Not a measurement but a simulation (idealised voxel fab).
Module name: voxel transistor to metal (process module)
Section shown: cut. Width: 215 nm. Cell size: 5 nm, square.
Throughout this document, each cross-section is represented as a grid of square cells and is presented as a sequence of bands enumerated from the top downward, where a band comprises one or more rows of cells.
What a band's entry tells you: where the top is and where the bottom is, as heights in nm, and after that what lies inside, material by material from left to right, each with its width in nm. Empty space is written as the word "empty", and a single material marked with the word "throughout" occupies the band from edge to edge.
Height 0 is the level under which the wafer as received is all one material. The lowest band goes on downwards, as in "0..down".
So if you see something like "30->40" for the width, read it as the top row of the band sitting at the first number and the bottom row at the second, with every row in between moving by the same amount as the last.
Where a step carries "remains unaltered", the cross-section came out of it unchanged, cell for cell.
"Sealed cavities" - sealed voids, min. 8 cells, no opening to top; format: width x height at distance (distance from left edge; nm throughout).
It should be noted that, on the line of a given step, the content following the step's settings is a remark produced by the simulator itself with respect to that step.
"overlay nm" on a masked step: distance the mask lay right of its planned place, negative for left.
Intended process steps:
1,RECEIVE, material Si
2,CONFORMAL_DEP, material SiO2, thk nm 5
3,CONFORMAL_DEP, material SiN, thk nm 15
4,PATTERN, tone cover, mask id ACTIVE, material resist, width nm 95, thk nm 20, overlay nm 0
5,DIRECTIONAL_ETCH, etch materials SiN, depth nm 15
6,DIRECTIONAL_ETCH, etch materials SiO2, depth nm 5
7,DIRECTIONAL_ETCH, etch materials Si, depth nm 30
8,STRIP, etch materials resist
9,FILL_DEP, material SiO2, thk nm 10
10,CMP, height nm 20
11,SELECTIVE_ETCH, etch materials SiO2, depth nm 10
12,STRIP, etch materials SiN
13,SELECTIVE_ETCH, etch materials SiO2, depth nm 5
14,OXIDIZE, depth nm 5
15,DIRECTIONAL_DEP, material polySi, thk nm 20
16,DIRECTIONAL_DEP, material SiCN, thk nm 10
17,DIRECTIONAL_DEP, material aC, thk nm 15
18,PATTERN, tone cover, mask id GATE, material resist, width nm 25, thk nm 35, overlay nm -15
19,DIRECTIONAL_ETCH, etch materials aC, depth nm 15
20,STRIP, etch materials resist
21,DIRECTIONAL_ETCH, etch materials SiCN, depth nm 20
22,DIRECTIONAL_ETCH, etch materials polySi, depth nm 30
23,STRIP, etch materials aC
24,CONFORMAL_DEP, material SiN, thk nm 5
25,DIRECTIONAL_ETCH, etch materials SiN, depth nm 5
26,DIRECTIONAL_ETCH, etch materials SiO2, depth nm 5
27,EPI, material nSi, thk nm 5
28,FILL_DEP, material SiO2, thk nm 10
29,CMP, height nm 30
30,DIRECTIONAL_DEP, material SiO2, thk nm 10
31,MASKED_ETCH, tone open, mask id CONTACT, width nm 15, pitch nm 70, etch materials SiO2, depth nm 40, overlay nm 0
32,CONFORMAL_DEP, material TiN, thk nm 5
33,FILL_DEP, material Ru, thk nm 5
34,CMP, height nm 40
35,DIRECTIONAL_DEP, material TiN, thk nm 5
36,DIRECTIONAL_DEP, material W, thk nm 20
37,MASKED_ETCH, tone cover, mask id METAL_1, width nm 15, pitch nm 70, etch materials W, depth nm 20, overlay nm 0
38,MASKED_ETCH, tone cover, mask id METAL_1, width nm 15, pitch nm 70, etch materials TiN, depth nm 5, overlay nm 0
39,FILL_DEP, material SiO2, thk nm 5
40,CMP, height nm 65
41,CONFORMAL_DEP, material SiN, thk nm 5
The plan's step 18 overlay nm is the first wafer's value; the wafers differ in this setting and start identical.
Received condition of the first of several wafers, sectioned: post-step 1:
0..down | Si throughout
Sealed cavities: none
Cross-section of the first of several wafers, taken after step 41, where the module ends:
70..65 | SiN throughout
65..45 | SiO2=65, then W=15, then SiO2=55, then W=15, then SiO2=65
45..40 | SiO2=65, then TiN=15, then SiO2=55, then TiN=15, then SiO2=65
40..35 | SiO2=65, then TiN=5, then Ru=5, then TiN=5, then SiO2=55, then TiN=5, then Ru=5, then TiN=5, then SiO2=65
35..30 | SiO2=65, then TiN=15, then SiO2=55, then TiN=5, then Ru=5, then TiN=5, then SiO2=65
30..20 | SiO2=65, then TiN=10, then SiN=5, then SiCN=25, then SiN=5, then SiO2=25, then TiN=5, then Ru=5, then TiN=5, then SiO2=65
20..5 | SiO2=65, then TiN=10, then SiN=5, then polySi=25, then SiN=5, then SiO2=25, then TiN=5, then Ru=5, then TiN=5, then SiO2=65
5..0 | SiO2=55, then SiN=5, then SiO2=5, then TiN=10, then SiN=5, then polySi=25, then SiN=5, then SiO2=25, then TiN=15, then SiO2=5, then SiN=5, then SiO2=55
0..-5 | SiO2=60, then nSi=15, then SiO2=35, then nSi=45, then SiO2=60
-5..-30 | SiO2=60, then Si=95, then SiO2=60
-30..down | Si throughout
Sealed cavities: none
Cross-section, module end, final of several wafers:
70..65 | SiN throughout
65..45 | SiO2=65, then W=15, then SiO2=55, then W=15, then SiO2=65
45..40 | SiO2=65, then TiN=15, then SiO2=55, then TiN=15, then SiO2=65
40..35 | SiO2=65, then TiN=5, then Ru=5, then TiN=5, then SiO2=55, then TiN=5, then Ru=5, then TiN=5, then SiO2=65
35..30 | SiO2=65, then TiN=5, then Ru=5, then TiN=5, then SiO2=55, then TiN=15, then SiO2=65
30..20 | SiO2=65, then TiN=5, then Ru=5, then TiN=5, then SiO2=25, then SiN=5, then SiCN=25, then SiN=5, then TiN=10, then SiO2=65
20..5 | SiO2=65, then TiN=5, then Ru=5, then TiN=5, then SiO2=25, then SiN=5, then polySi=25, then SiN=5, then TiN=10, then SiO2=65
5..0 | SiO2=55, then SiN=5, then SiO2=5, then TiN=15, then SiO2=25, then SiN=5, then polySi=25, then SiN=5, then TiN=10, then SiO2=5, then SiN=5, then SiO2=55
0..-5 | SiO2=60, then nSi=45, then SiO2=35, then nSi=15, then SiO2=60
-5..-30 | SiO2=60, then Si=95, then SiO2=60
-30..down | Si throughout
Sealed cavities: none
Each wafer at the end: cells of each material gained (+) or lost (-) since it was received, then its closed voids:
overlay nm -15, +8 Ru, -163 Si, +10 SiCN, +57 SiN, +594 SiO2, +40 TiN, +24 W, +12 nSi, +20 polySi, Sealed cavities: none
overlay nm -10, +14 Ru, -163 Si, +10 SiCN, +57 SiN, +588 SiO2, +40 TiN, +24 W, +12 nSi, +20 polySi, Sealed cavities: none
overlay nm -5, +14 Ru, -163 Si, +10 SiCN, +57 SiN, +588 SiO2, +40 TiN, +24 W, +12 nSi, +20 polySi, Sealed cavities: none
overlay nm 0, +14 Ru, -163 Si, +10 SiCN, +57 SiN, +588 SiO2, +40 TiN, +24 W, +12 nSi, +20 polySi, Sealed cavities: none
overlay nm 5, +14 Ru, -163 Si, +10 SiCN, +57 SiN, +588 SiO2, +40 TiN, +24 W, +12 nSi, +20 polySi, Sealed cavities: none
overlay nm 10, +14 Ru, -163 Si, +10 SiCN, +57 SiN, +588 SiO2, +40 TiN, +24 W, +12 nSi, +20 polySi, Sealed cavities: none
overlay nm 15, +8 Ru, -163 Si, +10 SiCN, +57 SiN, +594 SiO2, +40 TiN, +24 W, +12 nSi, +20 polySi, Sealed cavities: none
